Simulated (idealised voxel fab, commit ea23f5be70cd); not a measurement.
Proc. module: voxel ribs on slabs
Cross-section cut: width 255 nm, square cells of 5 nm.
Each cross-section below is a grid of square cells, stated as bands in top-down order, with one or more rows of cells making up each band.
Basically the band line says how high the top is and how high the bottom is, in nm, and then what's in it from left to right, every material with its width in nm. Empty space shows up as "air", and if a single material carries "everywhere" it runs the full band edge to edge.
Height is counted from the level 0, under which the received wafer is composed throughout of one material. The lowest of the bands is not closed at the bottom but continues downward, in the notation "z 0 and below".
The expression "30 to 40" gives the width at the extremes of the band, the first number at its top row of cells and the second at its bottom row, with the width changing by equal amounts from each row to the next in between.
Where the words "identical to before" appear for a step, the cross-section shows no cell changed by that step; every cell remained as before.
"Listed closed voids": empty spaces of 8 cells or more with no open way to the top, each given as width x height at distance, distance from the left edge, all in nm.
Text after the settings on a step's line: the simulator's own remark on that step.
"overlay nm", when on a step's line for a step with a mask, measures how far to the right of its planned place the mask lay; a negative measure means to the left.
The planned process steps are enumerated hereunder:
| 1 | RECEIVE | material Si |
| 2 | DIRECTIONAL_DEP | material SiO2 | thk nm 25 |
| 3 | DIRECTIONAL_DEP | material polySi | thk nm 25 |
| 4 | MASKED_ETCH | tone cover | mask id RIB | width nm 20 | etch materials polySi | depth nm 5 | overlay nm 0 |
| 5 | DIRECTIONAL_DEP | material aC | thk nm 15 |
| 6 | PATTERN | tone cover | mask id SLAB | material resist | width nm 70 | thk nm 30 | overlay nm 0 |
| 7 | DIRECTIONAL_ETCH | etch materials aC | depth nm 15 |
| 8 | STRIP | etch materials resist |
| 9 | DIRECTIONAL_ETCH | etch materials polySi | depth nm 20 |
| 10 | STRIP | etch materials aC |
| 11 | FILL_DEP | material SiO2 | thk nm 15 |
| 12 | CMP | height nm 60 |
| 13 | DIRECTIONAL_DEP | material TiN | thk nm 5 |
| 14 | MASKED_ETCH | tone cover | mask id HEATER | width nm 30 | etch materials TiN | depth nm 5 | overlay nm 0 |
| 15 | CONFORMAL_DEP | material SiO2 | thk nm 10 |
First wafer of two (run as planned):
Cross-section of the wafer upon arrival, representing the state reached after step 1:
	z 0 and below  Si everywhere
	Listed closed voids: none
Wafer section view after processing step 2:
	z 25 to 0  SiO2 everywhere
	Whatever lies below 0 is exactly as it was before.
Wafer section view after processing step 3:
	z 50 to 25  polySi everywhere
	Whatever lies below 25 is exactly as it was before.
Wafer section view after processing step 4:
	z 50 to 45  115 air, 20 polySi, 120 air
	Whatever lies below 45 is exactly as it was before.
Wafer section view after processing step 5:
	z 65 to 60  115 air, 20 aC, 120 air
	z 60 to 50  aC everywhere
	z 50 to 45  115 aC, 20 polySi, 120 aC
	Whatever lies below 45 is exactly as it was before.
Wafer section view after processing step 6:
	z 95 to 65  90 air, 70 resist, 95 air
	z 65 to 60  90 air, 25 resist, 20 aC, 25 resist, 95 air
	Whatever lies below 60 is exactly as it was before.
Wafer section view after processing step 7:
	z 80 to 65  90 air, 70 resist, 95 air
	z 65 to 60  90 air, 25 resist, 20 aC, 25 resist, 95 air
	z 60 to 50  90 air, 70 aC, 95 air
	z 50 to 45  90 air, 25 aC, 20 polySi, 25 aC, 95 air
	Whatever lies below 45 is exactly as it was before.
Wafer section view after processing step 8:
	z 65 to 60  115 air, 20 aC, 120 air
	Whatever lies below 60 is exactly as it was before.
Wafer section view after processing step 9:
	z 65 to 60  115 air, 20 aC, 120 air
	z 60 to 50  90 air, 70 aC, 95 air
	z 50 to 45  90 air, 25 aC, 20 polySi, 25 aC, 95 air
	z 45 to 25  90 air, 70 polySi, 95 air
	Whatever lies below 25 is exactly as it was before.
Wafer section view after processing step 10:
	z 50 to 45  115 air, 20 polySi, 120 air
	Whatever lies below 45 is exactly as it was before.
Wafer section view after processing step 11:
	z 65 to 50  SiO2 everywhere
	z 50 to 45  115 SiO2, 20 polySi, 120 SiO2
	z 45 to 25  90 SiO2, 70 polySi, 95 SiO2
	Whatever lies below 25 is exactly as it was before.
Wafer section view after processing step 12:
	z 60 to 50  SiO2 everywhere
	Whatever lies below 50 is exactly as it was before.
Wafer section view after processing step 13:
	z 65 to 60  TiN everywhere
	Whatever lies below 60 is exactly as it was before.
Wafer section view after processing step 14:
	z 65 to 60  110 air, 30 TiN, 115 air
	Whatever lies below 60 is exactly as it was before.
Wafer section view after processing step 15:
	z 75 to 70  100 air, 50 SiO2, 105 air
	z 70 to 65  SiO2 everywhere
	z 65 to 60  110 SiO2, 30 TiN, 115 SiO2
	Whatever lies below 60 is exactly as it was before.
Second wafer. Start and plan as for the first. One mistake made in running. Agrees with the first up to and including step 1:
Planned end of step 2: second wafer, cross-section:
	z 25 to 0  polySi everywhere
	Whatever lies below 0 is exactly as it was before.
Planned end of step 3: second wafer, cross-section:
	z 50 to 25  SiO2 everywhere
	Whatever lies below 25 is exactly as it was before.
Planned end of step 4: second wafer, cross-section: identical to before
Planned end of step 5: second wafer, cross-section:
	z 65 to 50  aC everywhere
	Whatever lies below 50 is exactly as it was before.
Planned end of step 6: second wafer, cross-section:
	z 95 to 65  90 air, 70 resist, 95 air
	Whatever lies below 65 is exactly as it was before.
Planned end of step 7: second wafer, cross-section:
	z 80 to 65  90 air, 70 resist, 95 air
	z 65 to 50  90 air, 70 aC, 95 air
	Whatever lies below 50 is exactly as it was before.
Planned end of step 8: second wafer, cross-section:
	z 65 to 50  90 air, 70 aC, 95 air
	Whatever lies below 50 is exactly as it was before.
Planned end of step 9: second wafer, cross-section: identical to before
Planned end of step 10: second wafer, cross-section:
	z 50 to 25  SiO2 everywhere
	Whatever lies below 25 is exactly as it was before.
Planned end of step 11: second wafer, cross-section:
	z 65 to 25  SiO2 everywhere
	Whatever lies below 25 is exactly as it was before.
Planned end of step 12: second wafer, cross-section:
	z 60 to 25  SiO2 everywhere
	Whatever lies below 25 is exactly as it was before.
Planned end of step 13: second wafer, cross-section:
	z 65 to 60  TiN everywhere
	Whatever lies below 60 is exactly as it was before.
Planned end of step 14: second wafer, cross-section:
	z 65 to 60  110 air, 30 TiN, 115 air
	Whatever lies below 60 is exactly as it was before.
Planned end of step 15: second wafer, cross-section:
	z 75 to 70  100 air, 50 SiO2, 105 air
	z 70 to 65  SiO2 everywhere
	z 65 to 60  110 SiO2, 30 TiN, 115 SiO2
	Whatever lies below 60 is exactly as it was before.
Which mistake was made when the wafer was run? step 2 ran in the slot meant for step 3, and vice versa
Final cells, second wafer relative to first, materials higher or lower: 195 fewer of SiO2, 195 more of polySi
